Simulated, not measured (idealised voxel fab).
process module | voxel capacitor over wiring
cross-section cut | 300 nm wide | cells 5 nm
A cross-section is a grid of square cells, given in bands from the top down. A band is one or more rows of cells.
Each band's line starts with the height of the band's top and of its bottom, in nm. Then come its materials from left to right, each with its width in nm. One material with "throughout" fills the band from edge to edge. "air" is empty space.
Height 0 is the level under which the wafer as received is all one material. The lowest band goes on downwards, as in "0 down".
A width such as "30 to 40" changes by the same amount from each row of cells to the next, from the band's top row to its bottom row.
"no change" after a step means that no cell of the cross-section changed.
closed voids: empty space of 8 cells or more with no open way to the top, each as width x height at its distance from the left edge, in nm
after a step's settings: what the simulator itself notes on the step
overlay nm, on a step with a mask: how far to the right of its planned place the mask lay; to the left if negative
plan
1 op RECEIVE | material Si
2 op CONFORMAL_DEP | material SiO2 | thk nm 15
3 op DIRECTIONAL_DEP | material TiN | thk nm 5
4 op DIRECTIONAL_DEP | material W | thk nm 20
5 op PATTERN | tone cover | mask id METAL_1 | material resist | width nm 25 | pitch nm 75 | thk nm 20 | overlay nm 0
6 op DIRECTIONAL_ETCH | etch materials W | depth nm 20
7 op DIRECTIONAL_ETCH | etch materials TiN | depth nm 5
8 op STRIP | etch materials resist
9 op CONFORMAL_DEP | material SiN | thk nm 5
10 op FILL_DEP | material lowk | thk nm 10
11 op CMP | height nm 40
12 op CONFORMAL_DEP | material SiCN | thk nm 5
13 op DIRECTIONAL_DEP | material SiO2 | thk nm 20
14 op MASKED_ETCH | tone open | mask id PLUG_1 | width nm 15 | etch materials SiO2 | depth nm 20 | overlay nm 0
15 op MASKED_ETCH | tone open | mask id PLUG_1 | width nm 15 | etch materials SiCN | depth nm 5 | overlay nm 0
16 op EPI | material Ru | thk nm 10
17 op EPI | material Ru | thk nm 10
18 op EPI | material Ru | thk nm 5
19 op DIRECTIONAL_DEP | material TiN | thk nm 10
20 op DIRECTIONAL_DEP | material HfO2 | thk nm 5
21 op DIRECTIONAL_DEP | material TiN | thk nm 10
22 op MASKED_ETCH | tone cover | mask id UPPER_PLATE | width nm 55 | etch materials TiN | depth nm 10 | overlay nm 0
23 op MASKED_ETCH | tone cover | mask id UPPER_PLATE | width nm 55 | etch materials HfO2 | depth nm 5 | overlay nm 0
24 op DIRECTIONAL_DEP | material aC | thk nm 15
25 op PATTERN | tone cover | mask id LOWER_PLATE | material resist | width nm 65 | thk nm 35 | overlay nm 0
26 op DIRECTIONAL_ETCH | etch materials aC | depth nm 15
27 op STRIP | etch materials resist
28 op DIRECTIONAL_ETCH | etch materials TiN | depth nm 10
29 op STRIP | etch materials aC
30 op FILL_DEP | material SiO2 | thk nm 20
31 op CMP | height nm 105
32 op DIRECTIONAL_DEP | material aC | thk nm 10
33 op PATTERN | tone open | mask id PLUG_2 | material resist | width nm 15 | thk nm 25 | overlay nm 0
34 op DIRECTIONAL_ETCH | etch materials aC | depth nm 10
35 op STRIP | etch materials resist
36 op DIRECTIONAL_ETCH | etch materials SiO2 | depth nm 15
37 op STRIP | etch materials aC
38 op CONFORMAL_DEP | material TiN | thk nm 5
39 op FILL_DEP | material W | thk nm 5
40 op CMP | height nm 105
41 op CONFORMAL_DEP | material SiCN | thk nm 5
as received, after step 1
  0 down: Si throughout
  closed voids: none
first wafer at the end, as planned
  110 to 105: SiCN throughout
  105 to 95: SiO2 120 | TiN 5 | W 5 | TiN 5 | SiO2 165
  95 to 90: SiO2 120 | TiN 15 | SiO2 165
  90 to 80: SiO2 110 | TiN 55 | SiO2 135
  80 to 75: SiO2 110 | HfO2 55 | SiO2 135
  75 to 65: SiO2 105 | TiN 65 | SiO2 130
  65 to 45: SiO2 110 | Ru 15 | SiO2 175
  45 to 40: SiCN 110 | Ru 15 | SiCN 175
  40 to 20: lowk 95 | SiN 5 | W 25 | SiN 5 | lowk 40 | SiN 5 | W 25 | SiN 5 | lowk 95
  20 to 15: SiN 100 | TiN 25 | SiN 50 | TiN 25 | SiN 100
  15 to 0: SiO2 throughout
  0 down: Si throughout
  closed voids: none
second wafer at the end: like start, like plan, one mistake
  110 to 105: SiCN throughout
  105 to 95: SiO2 120 | TiN 5 | W 5 | TiN 5 | SiO2 165
  95 to 85: SiO2 120 to 125 | TiN 15 to 40 | SiO2 165 to 135
  85 to 80: SiO2 110 | TiN 55 | SiO2 135
  80 to 75: SiO2 110 | TiN 15 | HfO2 40 | SiO2 135
  75 to 70: SiO2 105 | TiN 5 | HfO2 15 | TiN 45 | SiO2 130
  70 to 65: SiO2 105 | TiN 65 | SiO2 130
  65 to 60: SiCN 110 | TiN 15 | SiCN 175
  60 to 40: SiO2 throughout
  40 to 20: lowk 95 | SiN 5 | W 25 | SiN 5 | lowk 40 | SiN 5 | W 25 | SiN 5 | lowk 95
  20 to 15: SiN 100 | TiN 25 | SiN 50 | TiN 25 | SiN 100
  15 to 0: SiO2 throughout
  0 down: Si throughout
  closed voids: none
what went wrong: steps 12 and 13 were swapped
at the end the second wafer has, in cells: 15 fewer of Ru | 15 more of SiO2
